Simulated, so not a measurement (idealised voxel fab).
process module | voxel wiring stack
Shown is cross-section cut, with a width of 260 nm and square cells of size 5 nm.
Cross-section spec: square-cell grid; bands listed top down; each band is one or more rows.
Band: top height; bottom height; in nm. Then, left to right: material with width in nm, for each material. "everywhere": a single material spanning edge to edge. "blank": empty space.
Beneath 0, the wafer as received is one material, and that level is where height counting begins. The lowest band goes on downward without a bottom; it is written like "z 0 and below".
A width such as "30..40" changes by the same amount from each row of cells to the next, from the band's top row to its bottom row.
"no alteration" for a step: no cell of the cross-section changed in that step.
Closed-off voids of 8+ cells (no open route to the top) go in "Closed void roster", written width x height at distance from the left edge, in nm.
What comes after the settings on a step's line is commentary from the simulator itself on that step.
Regarding "overlay nm": on a step with a mask, it is the distance the mask lay to the right of its planned place; a negative value places it to the left.
### Intended process steps
1. RECEIVE,material Si
2. CONFORMAL_DEP,material SiO2,thk nm 15
3. DIRECTIONAL_DEP,material TiN,thk nm 5
4. DIRECTIONAL_DEP,material W,thk nm 25
5. MASKED_ETCH,tone cover,mask id METAL_1,width nm 30,pitch nm 55,etch materials W,depth nm 25,overlay nm 0
6. MASKED_ETCH,tone cover,mask id METAL_1,width nm 30,pitch nm 55,etch materials TiN,depth nm 5,overlay nm 0
7. FILL_DEP,material lowk,thk nm 5
8. CMP,height nm 45
9. CONFORMAL_DEP,material SiCN,thk nm 5
10. DIRECTIONAL_DEP,material lowk,thk nm 10
11. MASKED_ETCH,tone open,mask id PLUG_1,width nm 15,etch materials lowk,depth nm 10,overlay nm 0
12. MASKED_ETCH,tone open,mask id PLUG_1,width nm 15,etch materials SiCN,depth nm 5,overlay nm 0
13. EPI,material Ru,thk nm 10
14. EPI,material Ru,thk nm 5
15. DIRECTIONAL_DEP,material TiN,thk nm 5
16. DIRECTIONAL_DEP,material W,thk nm 15
17. PATTERN,tone cover,mask id METAL_2,material resist,width nm 30,pitch nm 55,thk nm 15,overlay nm 0
18. DIRECTIONAL_ETCH,etch materials W,depth nm 15
19. DIRECTIONAL_ETCH,etch materials TiN,depth nm 5
20. STRIP,etch materials resist
21. FILL_DEP,material lowk,thk nm 10
22. CMP,height nm 80
23. CONFORMAL_DEP,material SiCN,thk nm 5
24. DIRECTIONAL_DEP,material lowk,thk nm 15
25. PATTERN,tone open,mask id PLUG_2,material resist,width nm 15,pitch nm 55,thk nm 20,overlay nm 0
26. DIRECTIONAL_ETCH,etch materials lowk,depth nm 15
27. DIRECTIONAL_ETCH,etch materials SiCN,depth nm 5
28. STRIP,etch materials resist
29. EPI,material Ru,thk nm 10
30. EPI,material Ru,thk nm 10
31. CONFORMAL_DEP,material SiCN,thk nm 5
32. DIRECTIONAL_DEP,material lowk,thk nm 20
33. DIRECTIONAL_DEP,material aC,thk nm 10
34. PATTERN,tone open,mask id METAL_3,material resist,width nm 30,pitch nm 55,thk nm 25,overlay nm 0
35. DIRECTIONAL_ETCH,etch materials aC,depth nm 10
36. STRIP,etch materials resist
37. DIRECTIONAL_ETCH,etch materials lowk,depth nm 20
38. DIRECTIONAL_ETCH,etch materials SiCN,depth nm 5
39. STRIP,etch materials aC
40. CONFORMAL_DEP,material TiN,thk nm 5
41. FILL_DEP,material Ru,thk nm 10
42. CMP,height nm 125
43. CONFORMAL_DEP,material SiCN,thk nm 5
44. DIRECTIONAL_DEP,material SiO2,thk nm 10
45. MASKED_ETCH,tone open,mask id PLUG_3,width nm 15,pitch nm 55,etch materials SiO2,depth nm 10,overlay nm 0
46. MASKED_ETCH,tone open,mask id PLUG_3,width nm 15,pitch nm 55,etch materials SiCN,depth nm 5,overlay nm 0
47. CONFORMAL_DEP,material TiN,thk nm 5
48. FILL_DEP,material W,thk nm 10
49. CMP,height nm 140
50. CONFORMAL_DEP,material SiN,thk nm 5
51. DIRECTIONAL_DEP,material SiO2,thk nm 20
52. PATTERN,tone open,mask id METAL_4,material resist,width nm 30,pitch nm 55,thk nm 20,overlay nm 0
53. DIRECTIONAL_ETCH,etch materials SiO2,depth nm 20
54. DIRECTIONAL_ETCH,etch materials SiN,depth nm 5
55. STRIP,etch materials resist
56. CONFORMAL_DEP,material TiN,thk nm 5
57. FILL_DEP,material Cu,thk nm 10
58. CMP,height nm 165
59. EPI,material Ru,thk nm 5
60. FILL_DEP,material SiCN,thk nm 5
### as received, after step 1
z 0 and below: Si everywhere
Closed void roster: none
### First of two wafers at the end of the module, shown in cross-section; run carried out as planned
z 175 to 170: SiCN everywhere
z 170 to 165: SiCN (80)  Ru (40)  SiCN (15)  Ru (40)  SiCN (85)
z 165 to 145: SiO2 (85)  TiN (5)  Cu (20)  TiN (5)  SiO2 (25)  TiN (5)  Cu (20)  TiN (5)  SiO2 (90)
z 145 to 140: SiN (85)  TiN (30)  SiN (25)  TiN (30)  SiN (90)
z 140 to 130: SiO2 (85)  TiN (5)  W (5)  TiN (5)  SiO2 (40)  TiN (5)  W (5)  TiN (5)  SiO2 (105)
z 130 to 125: SiCN (85)  TiN (15)  SiCN (40)  TiN (15)  SiCN (105)
z 125 to 105: lowk (85)  TiN (5)  Ru (20)  TiN (5)  lowk (25)  TiN (5)  Ru (20)  TiN (5)  lowk (90)
z 105 to 100: SiCN (85)  TiN (30)  SiCN (25)  TiN (30)  SiCN (90)
z 100 to 85: lowk (85)  Ru (15)  lowk (40)  Ru (15)  lowk (105)
z 85 to 80: SiCN (85)  Ru (15)  SiCN (40)  Ru (15)  SiCN (105)
z 80 to 65: lowk (85)  W (30)  lowk (25)  W (30)  lowk (90)
z 65 to 60: lowk (85)  TiN (30)  lowk (25)  TiN (30)  lowk (90)
z 60 to 50: lowk (85)  Ru (15)  lowk (160)
z 50 to 45: SiCN (85)  Ru (15)  SiCN (160)
z 45 to 20: lowk (85)  W (30)  lowk (25)  W (30)  lowk (90)
z 20 to 15: lowk (85)  TiN (30)  lowk (25)  TiN (30)  lowk (90)
z 15 to 0: SiO2 everywhere
z 0 and below: Si everywhere
Closed void roster: none
### Cross-section at end of module for the second wafer of two, which matched the first in starting point and plan and differed by one mistake in its processing
z 175 to 170: SiCN everywhere
z 170 to 165: SiCN (80)  Ru (40)  SiCN (15)  Ru (40)  SiCN (85)
z 165 to 145: SiO2 (85)  TiN (5)  Cu (20)  TiN (5)  SiO2 (25)  TiN (5)  Cu (20)  TiN (5)  SiO2 (90)
z 145 to 140: SiN (85)  TiN (30)  SiN (25)  TiN (30)  SiN (90)
z 140 to 130: SiO2 (85)  TiN (5)  W (5)  TiN (5)  SiO2 (40)  TiN (5)  W (5)  TiN (5)  SiO2 (105)
z 130 to 125: SiCN (85)  TiN (15)  SiCN (40)  TiN (15)  SiCN (105)
z 125 to 105: lowk (85)  TiN (5)  Ru (20)  TiN (5)  lowk (25)  TiN (5)  Ru (20)  TiN (5)  lowk (90)
z 105 to 100: SiCN (85)  TiN (30)  SiCN (25)  TiN (30)  SiCN (90)
z 100 to 85: lowk (85)  SiCN (5)  TiN (5)  SiCN (5)  lowk (40)  SiCN (5)  TiN (5)  SiCN (5)  lowk (105)
z 85 to 80: SiCN (90)  TiN (5)  SiCN (50)  TiN (5)  SiCN (110)
z 80 to 65: W (85)  lowk (30)  W (25)  lowk (30)  W (90)
z 65 to 60: TiN (85)  lowk (30)  TiN (25)  lowk (30)  TiN (90)
z 60 to 50: lowk (85)  Ru (15)  lowk (160)
z 50 to 45: SiCN (85)  Ru (15)  SiCN (160)
z 45 to 20: lowk (85)  W (30)  lowk (25)  W (30)  lowk (90)
z 20 to 15: lowk (85)  TiN (30)  lowk (25)  TiN (30)  lowk (90)
z 15 to 0: SiO2 everywhere
z 0 and below: Si everywhere
Closed void roster: none
In executing the process, a mistake was made relative to the plan: step 17 did not use the planned setting and instead ran as PATTERN,tone open,mask id METAL_2,material resist,width nm 30,pitch nm 55,thk nm 15,overlay nm 0
End check, counted in cells, second wafer has more or fewer of these materials than the first: Ru: 24 fewer | SiCN: 16 more | TiN: 36 more | W: 84 more | lowk: 112 fewer
